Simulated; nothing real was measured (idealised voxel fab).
process module | voxel self aligned contacts
cross-section cut | 200 nm wide | cells 5 nm
A cross-section is a grid of square cells, given in bands from the top down. A band is one or more rows of cells.
Each band's line starts with the height of the band's top and of its bottom, in nm. Then come its materials from left to right, each with its width in nm. One material with "throughout" fills the band from edge to edge. "air" is empty space.
Height 0 is the level under which the wafer as received is all one material. The lowest band goes on downwards, as in "0 down".
A width such as "30 to 40" changes by the same amount from each row of cells to the next, from the band's top row to its bottom row.
"no change" after a step means that no cell of the cross-section changed.
closed voids: empty space of 8 cells or more with no open way to the top, each as width x height at its distance from the left edge, in nm
after a step's settings: what the simulator itself notes on the step
overlay nm, on a step with a mask: how far to the right of its planned place the mask lay; to the left if negative
plan
1 op RECEIVE | material Si
2 op OXIDIZE | depth nm 5
3 op DIRECTIONAL_DEP | material polySi | thk nm 25
4 op DIRECTIONAL_DEP | material SiN | thk nm 20
5 op MASKED_ETCH | tone cover | mask id GATE | width nm 25 | pitch nm 70 | etch materials SiN | depth nm 20 | overlay nm 0
6 op MASKED_ETCH | tone cover | mask id GATE | width nm 25 | pitch nm 70 | etch materials polySi | depth nm 25 | overlay nm 0
7 op CONFORMAL_DEP | material SiN | thk nm 10
8 op DIRECTIONAL_ETCH | etch materials SiN | depth nm 10
9 op FILL_DEP | material SiO2 | thk nm 15
10 op CMP | height nm 55
11 op DIRECTIONAL_DEP | material aC | thk nm 5
12 op PATTERN | tone open | mask id CONTACT | material resist | width nm 55 | pitch nm 70 | thk nm 25 | overlay nm 0
13 op DIRECTIONAL_ETCH | etch materials aC | depth nm 10
14 op STRIP | etch materials resist
15 op DIRECTIONAL_ETCH | etch materials SiO2 | depth nm 60
16 op STRIP | etch materials aC
17 op CONFORMAL_DEP | material TiN | thk nm 5
18 op FILL_DEP | material W | thk nm 5
19 op CMP | height nm 55
20 op CONFORMAL_DEP | material SiCN | thk nm 5
varied across the wafers: thk nm of step 11. The plan shows the first wafer's value. All wafers start alike
first wafer as received, after step 1
  0 down: Si throughout
  closed voids: none
first wafer at the end, after step 20
  60 to 55: SiCN throughout
  55 to 45: SiO2 35 | TiN 5 to 20 | W 45 to 15 | TiN 5 to 20 | SiO2 15 | TiN 5 to 20 | W 45 to 15 | TiN 5 to 20 | SiO2 40
  45 to 25: SiO2 5 | SiN 45 | TiN 5 | W 15 | TiN 5 | SiN 45 | TiN 5 | W 15 | TiN 5 | SiN 45 | SiO2 10
  25 to 0: SiO2 5 | SiN 10 | polySi 25 | SiN 10 | TiN 5 | W 15 | TiN 5 | SiN 10 | polySi 25 | SiN 10 | TiN 5 | W 15 | TiN 5 | SiN 10 | polySi 25 | SiN 10 | SiO2 10
  0 to -5: SiO2 50 | TiN 25 | SiO2 45 | TiN 25 | SiO2 55
  -5 down: Si throughout
  closed voids: none
last wafer at the end
  60 to 55: SiCN throughout
  55 to 45: SiO2 throughout
  45 to 25: SiO2 5 | SiN 45 | SiO2 25 | SiN 45 | SiO2 25 | SiN 45 | SiO2 10
  25 to 0: SiO2 5 | SiN 10 | polySi 25 | SiN 10 | SiO2 25 | SiN 10 | polySi 25 | SiN 10 | SiO2 25 | SiN 10 | polySi 25 | SiN 10 | SiO2 10
  0 to -5: SiO2 throughout
  -5 down: Si throughout
  closed voids: none
each wafer at the end: cells of each material gained (+) or lost (-) since it was received, then its closed voids
thk nm 5 | -40 Si | +40 SiCN | +168 SiN | +93 SiO2 | +66 TiN | +78 W | +75 polySi | closed voids: none
thk nm 10 | -40 Si | +40 SiCN | +168 SiN | +93 SiO2 | +66 TiN | +78 W | +75 polySi | closed voids: none
thk nm 15 | -40 Si | +40 SiCN | +168 SiN | +237 SiO2 | +75 polySi | closed voids: none
thk nm 20 | -40 Si | +40 SiCN | +168 SiN | +237 SiO2 | +75 polySi | closed voids: none
thk nm 25 | -40 Si | +40 SiCN | +168 SiN | +237 SiO2 | +75 polySi | closed voids: none
